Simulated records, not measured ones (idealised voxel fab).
Process module heading - voxel self aligned contacts
Xsec cut, 250 nm wide, square cell size 5 nm.
Each cross-section below is a grid of square cells, stated as bands in top-down order, with one or more rows of cells making up each band. Band: top and bottom heights (nm) first, top before bottom; then materials from left to right, widths in nm. "throughout" marks a sole material filling the band edge to edge. "air" denotes empty space. Heads up on the height convention: 0 is the point under which the incoming wafer is all one material, and the lowest band has no bottom, it just keeps going down, like "from 0 down". Think of "30->40" as a width that walks from the first number to the second as you go down the band, top row to bottom row, taking equal-sized steps from row to row. Given "remained unchanged" for a step, no cell of the cross-section differs between before and after that step. Closed-off voids of 8+ cells (no open route to the top) go in "Sealed internal voids", written width x height at distance from the left edge, in nm. What comes after the settings on a step's line is commentary from the simulator itself on that step. For masked steps, "overlay nm" on the step line gives how far right of plan the mask actually lay; a minus sign means it lay to the left.
## This section lists the process steps that were planned
1,RECEIVE [material Si]
2,OXIDIZE [depth nm 5]
3,DIRECTIONAL_DEP [material polySi] [thk nm 30]
4,DIRECTIONAL_DEP [material SiN] [thk nm 15]
5,DIRECTIONAL_DEP [material aC] [thk nm 10]
6,PATTERN [tone cover] [mask id GATE] [material resist] [width nm 30] [pitch nm 55] [thk nm 25] [overlay nm 0]
7,DIRECTIONAL_ETCH [etch materials aC] [depth nm 10]
8,STRIP [etch materials resist]
9,DIRECTIONAL_ETCH [etch materials SiN] [depth nm 15]
10,DIRECTIONAL_ETCH [etch materials polySi] [depth nm 30]
11,STRIP [etch materials aC]
12,CONFORMAL_DEP [material SiN] [thk nm 5]
13,DIRECTIONAL_ETCH [etch materials SiN] [depth nm 5]
14,FILL_DEP [material SiO2] [thk nm 15]
15,CMP [height nm 55]
16,DIRECTIONAL_DEP [material aC] [thk nm 10]
17,PATTERN [tone open] [mask id CONTACT] [material resist] [width nm 35] [pitch nm 55] [thk nm 25] [overlay nm 0]
18,DIRECTIONAL_ETCH [etch materials aC] [depth nm 10]
19,STRIP [etch materials resist]
20,DIRECTIONAL_ETCH [etch materials SiO2] [depth nm 60]
21,STRIP [etch materials aC]
22,CONFORMAL_DEP [material TiN] [thk nm 5]
23,FILL_DEP [material W] [thk nm 10]
24,CMP [height nm 55]
25,CONFORMAL_DEP [material SiCN] [thk nm 5]
## First of two wafers, processed according to plan
## The cross-section here shows the wafer as received, i.e. in its state after step 1
- from 0 down  Si throughout
- Sealed internal voids: none
## Wafer xsec, post step 2
- from 0 to -5  SiO2 throughout
- All layers under -5 are left as they were.
## Wafer xsec, post step 3
- from 30 to 0  polySi throughout
- All layers under 0 are left as they were.
## Wafer xsec, post step 4
- from 45 to 30  SiN throughout
- All layers under 30 are left as they were.
## Wafer xsec, post step 5
- from 55 to 45  aC throughout
- All layers under 45 are left as they were.
## Wafer xsec, post step 6
- from 80 to 55  55 nm air / 30 nm resist / 25 nm air / 30 nm resist / 25 nm air / 30 nm resist / 55 nm air
- All layers under 55 are left as they were.
## Wafer xsec, post step 7
- from 70 to 55  55 nm air / 30 nm resist / 25 nm air / 30 nm resist / 25 nm air / 30 nm resist / 55 nm air
- from 55 to 45  55 nm air / 30 nm aC / 25 nm air / 30 nm aC / 25 nm air / 30 nm aC / 55 nm air
- All layers under 45 are left as they were.
## Wafer xsec, post step 8
- from 55 to 45  55 nm air / 30 nm aC / 25 nm air / 30 nm aC / 25 nm air / 30 nm aC / 55 nm air
- All layers under 45 are left as they were.
## Wafer xsec, post step 9
- from 55 to 45  55 nm air / 30 nm aC / 25 nm air / 30 nm aC / 25 nm air / 30 nm aC / 55 nm air
- from 45 to 30  55 nm air / 30 nm SiN / 25 nm air / 30 nm SiN / 25 nm air / 30 nm SiN / 55 nm air
- All layers under 30 are left as they were.
## Wafer xsec, post step 10
- from 55 to 45  55 nm air / 30 nm aC / 25 nm air / 30 nm aC / 25 nm air / 30 nm aC / 55 nm air
- from 45 to 30  55 nm air / 30 nm SiN / 25 nm air / 30 nm SiN / 25 nm air / 30 nm SiN / 55 nm air
- from 30 to 0  55 nm air / 30 nm polySi / 25 nm air / 30 nm polySi / 25 nm air / 30 nm polySi / 55 nm air
- All layers under 0 are left as they were.
## Wafer xsec, post step 11
- from 45 to 30  55 nm air / 30 nm SiN / 25 nm air / 30 nm SiN / 25 nm air / 30 nm SiN / 55 nm air
- All layers under 30 are left as they were.
## Wafer xsec, post step 12
- from 50 to 30  50 nm air / 40 nm SiN / 15 nm air / 40 nm SiN / 15 nm air / 40 nm SiN / 50 nm air
- from 30 to 5  50 nm air / 5 nm SiN / 30 nm polySi / 5 nm SiN / 15 nm air / 5 nm SiN / 30 nm polySi / 5 nm SiN / 15 nm air / 5 nm SiN / 30 nm polySi / 5 nm SiN / 50 nm air
- from 5 to 0  55 nm SiN / 30 nm polySi / 25 nm SiN / 30 nm polySi / 25 nm SiN / 30 nm polySi / 55 nm SiN
- All layers under 0 are left as they were.
## Wafer xsec, post step 13
- from 45 to 30  50 nm air / 40 nm SiN / 15 nm air / 40 nm SiN / 15 nm air / 40 nm SiN / 50 nm air
- from 30 to 0  50 nm air / 5 nm SiN / 30 nm polySi / 5 nm SiN / 15 nm air / 5 nm SiN / 30 nm polySi / 5 nm SiN / 15 nm air / 5 nm SiN / 30 nm polySi / 5 nm SiN / 50 nm air
- All layers under 0 are left as they were.
## Wafer xsec, post step 14
- from 60 to 45  SiO2 throughout
- from 45 to 30  50 nm SiO2 / 40 nm SiN / 15 nm SiO2 / 40 nm SiN / 15 nm SiO2 / 40 nm SiN / 50 nm SiO2
- from 30 to 0  50 nm SiO2 / 5 nm SiN / 30 nm polySi / 5 nm SiN / 15 nm SiO2 / 5 nm SiN / 30 nm polySi / 5 nm SiN / 15 nm SiO2 / 5 nm SiN / 30 nm polySi / 5 nm SiN / 50 nm SiO2
- All layers under 0 are left as they were.
## Wafer xsec, post step 15
- from 55 to 45  SiO2 throughout
- All layers under 45 are left as they were.
## Wafer xsec, post step 16
- from 65 to 55  aC throughout
- All layers under 55 are left as they were.
## Wafer xsec, post step 17
- from 90 to 65  80 nm resist / 35 nm air / 20 nm resist / 35 nm air / 80 nm resist
- All layers under 65 are left as they were.
## Wafer xsec, post step 18
- from 80 to 65  80 nm resist / 35 nm air / 20 nm resist / 35 nm air / 80 nm resist
- from 65 to 55  80 nm aC / 35 nm air / 20 nm aC / 35 nm air / 80 nm aC
- All layers under 55 are left as they were.
## Wafer xsec, post step 19
- from 65 to 55  80 nm aC / 35 nm air / 20 nm aC / 35 nm air / 80 nm aC
- All layers under 55 are left as they were.
## Wafer xsec, post step 20
- from 65 to 55  80 nm aC / 35 nm air / 20 nm aC / 35 nm air / 80 nm aC
- from 55 to 45  80 nm SiO2 / 35 nm air / 20 nm SiO2 / 35 nm air / 80 nm SiO2
- from 45 to 30  50 nm SiO2 / 40 nm SiN / 15 nm air / 40 nm SiN / 15 nm air / 40 nm SiN / 50 nm SiO2
- from 30 to 0  50 nm SiO2 / 5 nm SiN / 30 nm polySi / 5 nm SiN / 15 nm air / 5 nm SiN / 30 nm polySi / 5 nm SiN / 15 nm air / 5 nm SiN / 30 nm polySi / 5 nm SiN / 50 nm SiO2
- from 0 to -5  90 nm SiO2 / 15 nm air / 40 nm SiO2 / 15 nm air / 90 nm SiO2
- All layers under -5 are left as they were.
## Wafer xsec, post step 21
- from 55 to 45  80 nm SiO2 / 35 nm air / 20 nm SiO2 / 35 nm air / 80 nm SiO2
- All layers under 45 are left as they were.
## Wafer xsec, post step 22
- from 60 to 55  85 nm TiN / 25 nm air / 30 nm TiN / 25 nm air / 85 nm TiN
- from 55 to 45  80 nm SiO2 / 5->15 nm TiN / 25->5 nm air / 5->15 nm TiN / 20 nm SiO2 / 5->15 nm TiN / 25->5 nm air / 5->15 nm TiN / 80 nm SiO2
- from 45 to 30  50 nm SiO2 / 40 nm SiN / 5 nm TiN / 5 nm air / 5 nm TiN / 40 nm SiN / 5 nm TiN / 5 nm air / 5 nm TiN / 40 nm SiN / 50 nm SiO2
- from 30 to 0  50 nm SiO2 / 5 nm SiN / 30 nm polySi / 5 nm SiN / 5 nm TiN / 5 nm air / 5 nm TiN / 5 nm SiN / 30 nm polySi / 5 nm SiN / 5 nm TiN / 5 nm air / 5 nm TiN / 5 nm SiN / 30 nm polySi / 5 nm SiN / 50 nm SiO2
- from 0 to -5  90 nm SiO2 / 15 nm TiN / 40 nm SiO2 / 15 nm TiN / 90 nm SiO2
- All layers under -5 are left as they were.
## Wafer xsec, post step 23
- from 70 to 60  W throughout
- from 60 to 55  85 nm TiN / 25 nm W / 30 nm TiN / 25 nm W / 85 nm TiN
- from 55 to 45  80 nm SiO2 / 5->15 nm TiN / 25->5 nm W / 5->15 nm TiN / 20 nm SiO2 / 5->15 nm TiN / 25->5 nm W / 5->15 nm TiN / 80 nm SiO2
- from 45 to 30  50 nm SiO2 / 40 nm SiN / 5 nm TiN / 5 nm W / 5 nm TiN / 40 nm SiN / 5 nm TiN / 5 nm W / 5 nm TiN / 40 nm SiN / 50 nm SiO2
- from 30 to 0  50 nm SiO2 / 5 nm SiN / 30 nm polySi / 5 nm SiN / 5 nm TiN / 5 nm W / 5 nm TiN / 5 nm SiN / 30 nm polySi / 5 nm SiN / 5 nm TiN / 5 nm W / 5 nm TiN / 5 nm SiN / 30 nm polySi / 5 nm SiN / 50 nm SiO2
- All layers under 0 are left as they were.
## Wafer xsec, post step 24
- from 55 to 45  80 nm SiO2 / 5->15 nm TiN / 25->5 nm W / 5->15 nm TiN / 20 nm SiO2 / 5->15 nm TiN / 25->5 nm W / 5->15 nm TiN / 80 nm SiO2
- All layers under 45 are left as they were.
## Wafer xsec, post step 25
- from 60 to 55  SiCN throughout
- All layers under 55 are left as they were.
## Second wafer, same starting state and plan as the first, one mistake in the run, identical through step 5
## Cross-section of the second wafer when, according to plan, step 6 should have finished
- from 80 to 55  55 nm resist / 30 nm air / 25 nm resist / 30 nm air / 25 nm resist / 30 nm air / 55 nm resist
- All layers under 55 are left as they were.
## Cross-section of the second wafer when, according to plan, step 7 should have finished
- from 70 to 55  55 nm resist / 30 nm air / 25 nm resist / 30 nm air / 25 nm resist / 30 nm air / 55 nm resist
- from 55 to 45  55 nm aC / 30 nm air / 25 nm aC / 30 nm air / 25 nm aC / 30 nm air / 55 nm aC
- All layers under 45 are left as they were.
## Cross-section of the second wafer when, according to plan, step 8 should have finished
- from 55 to 45  55 nm aC / 30 nm air / 25 nm aC / 30 nm air / 25 nm aC / 30 nm air / 55 nm aC
- All layers under 45 are left as they were.
## Cross-section of the second wafer when, according to plan, step 9 should have finished
- from 55 to 45  55 nm aC / 30 nm air / 25 nm aC / 30 nm air / 25 nm aC / 30 nm air / 55 nm aC
- from 45 to 30  55 nm SiN / 30 nm air / 25 nm SiN / 30 nm air / 25 nm SiN / 30 nm air / 55 nm SiN
- All layers under 30 are left as they were.
## Cross-section of the second wafer when, according to plan, step 10 should have finished
- from 55 to 45  55 nm aC / 30 nm air / 25 nm aC / 30 nm air / 25 nm aC / 30 nm air / 55 nm aC
- from 45 to 30  55 nm SiN / 30 nm air / 25 nm SiN / 30 nm air / 25 nm SiN / 30 nm air / 55 nm SiN
- from 30 to 0  55 nm polySi / 30 nm air / 25 nm polySi / 30 nm air / 25 nm polySi / 30 nm air / 55 nm polySi
- All layers under 0 are left as they were.
## Cross-section of the second wafer when, according to plan, step 11 should have finished
- from 45 to 30  55 nm SiN / 30 nm air / 25 nm SiN / 30 nm air / 25 nm SiN / 30 nm air / 55 nm SiN
- All layers under 30 are left as they were.
## Cross-section of the second wafer when, according to plan, step 12 should have finished
- from 50 to 30  60 nm SiN / 20 nm air / 35 nm SiN / 20 nm air / 35 nm SiN / 20 nm air / 60 nm SiN
- from 30 to 5  55 nm polySi / 5 nm SiN / 20 nm air / 5 nm SiN / 25 nm polySi / 5 nm SiN / 20 nm air / 5 nm SiN / 25 nm polySi / 5 nm SiN / 20 nm air / 5 nm SiN / 55 nm polySi
- from 5 to 0  55 nm polySi / 30 nm SiN / 25 nm polySi / 30 nm SiN / 25 nm polySi / 30 nm SiN / 55 nm polySi
- All layers under 0 are left as they were.
## Cross-section of the second wafer when, according to plan, step 13 should have finished
- from 45 to 30  60 nm SiN / 20 nm air / 35 nm SiN / 20 nm air / 35 nm SiN / 20 nm air / 60 nm SiN
- from 30 to 0  55 nm polySi / 5 nm SiN / 20 nm air / 5 nm SiN / 25 nm polySi / 5 nm SiN / 20 nm air / 5 nm SiN / 25 nm polySi / 5 nm SiN / 20 nm air / 5 nm SiN / 55 nm polySi
- All layers under 0 are left as they were.
## Cross-section of the second wafer when, according to plan, step 14 should have finished
- from 60 to 45  SiO2 throughout
- from 45 to 30  60 nm SiN / 20 nm SiO2 / 35 nm SiN / 20 nm SiO2 / 35 nm SiN / 20 nm SiO2 / 60 nm SiN
- from 30 to 0  55 nm polySi / 5 nm SiN / 20 nm SiO2 / 5 nm SiN / 25 nm polySi / 5 nm SiN / 20 nm SiO2 / 5 nm SiN / 25 nm polySi / 5 nm SiN / 20 nm SiO2 / 5 nm SiN / 55 nm polySi
- All layers under 0 are left as they were.
## Cross-section of the second wafer when, according to plan, step 15 should have finished
- from 55 to 45  SiO2 throughout
- All layers under 45 are left as they were.
## Cross-section of the second wafer when, according to plan, step 16 should have finished
- from 65 to 55  aC throughout
- All layers under 55 are left as they were.
## Cross-section of the second wafer when, according to plan, step 17 should have finished
- from 90 to 65  80 nm resist / 35 nm air / 20 nm resist / 35 nm air / 80 nm resist
- All layers under 65 are left as they were.
## Cross-section of the second wafer when, according to plan, step 18 should have finished
- from 80 to 65  80 nm resist / 35 nm air / 20 nm resist / 35 nm air / 80 nm resist
- from 65 to 55  80 nm aC / 35 nm air / 20 nm aC / 35 nm air / 80 nm aC
- All layers under 55 are left as they were.
## Cross-section of the second wafer when, according to plan, step 19 should have finished
- from 65 to 55  80 nm aC / 35 nm air / 20 nm aC / 35 nm air / 80 nm aC
- All layers under 55 are left as they were.
## Cross-section of the second wafer when, according to plan, step 20 should have finished
- from 65 to 55  80 nm aC / 35 nm air / 20 nm aC / 35 nm air / 80 nm aC
- from 55 to 45  80 nm SiO2 / 35 nm air / 20 nm SiO2 / 35 nm air / 80 nm SiO2
- All layers under 45 are left as they were.
## Cross-section of the second wafer when, according to plan, step 21 should have finished
- from 55 to 45  80 nm SiO2 / 35 nm air / 20 nm SiO2 / 35 nm air / 80 nm SiO2
- All layers under 45 are left as they were.
## Cross-section of the second wafer when, according to plan, step 22 should have finished
- from 60 to 55  85 nm TiN / 25 nm air / 30 nm TiN / 25 nm air / 85 nm TiN
- from 55 to 50  80 nm SiO2 / 5 nm TiN / 25 nm air / 5 nm TiN / 20 nm SiO2 / 5 nm TiN / 25 nm air / 5 nm TiN / 80 nm SiO2
- from 50 to 45  80 nm SiO2 / 35 nm TiN / 20 nm SiO2 / 35 nm TiN / 80 nm SiO2
- All layers under 45 are left as they were.
## Cross-section of the second wafer when, according to plan, step 23 should have finished
- from 70 to 60  W throughout
- from 60 to 55  85 nm TiN / 25 nm W / 30 nm TiN / 25 nm W / 85 nm TiN
- from 55 to 50  80 nm SiO2 / 5 nm TiN / 25 nm W / 5 nm TiN / 20 nm SiO2 / 5 nm TiN / 25 nm W / 5 nm TiN / 80 nm SiO2
- All layers under 50 are left as they were.
## Cross-section of the second wafer when, according to plan, step 24 should have finished
- from 55 to 50  80 nm SiO2 / 5 nm TiN / 25 nm W / 5 nm TiN / 20 nm SiO2 / 5 nm TiN / 25 nm W / 5 nm TiN / 80 nm SiO2
- All layers under 50 are left as they were.
## Cross-section of the second wafer when, according to plan, step 25 should have finished
- from 60 to 55  SiCN throughout
- All layers under 55 are left as they were.
Where did the run depart from the plan? the process deviated at step 6: the operation and settings actually run there were PATTERN [tone open] [mask id GATE] [material resist] [width nm 30] [pitch nm 55] [thk nm 25] [overlay nm 0]
At the finish, the second wafer shows more or fewer cells for some materials than the first does: SiN +42, SiO2 -66, TiN -40, W -20, polySi +84
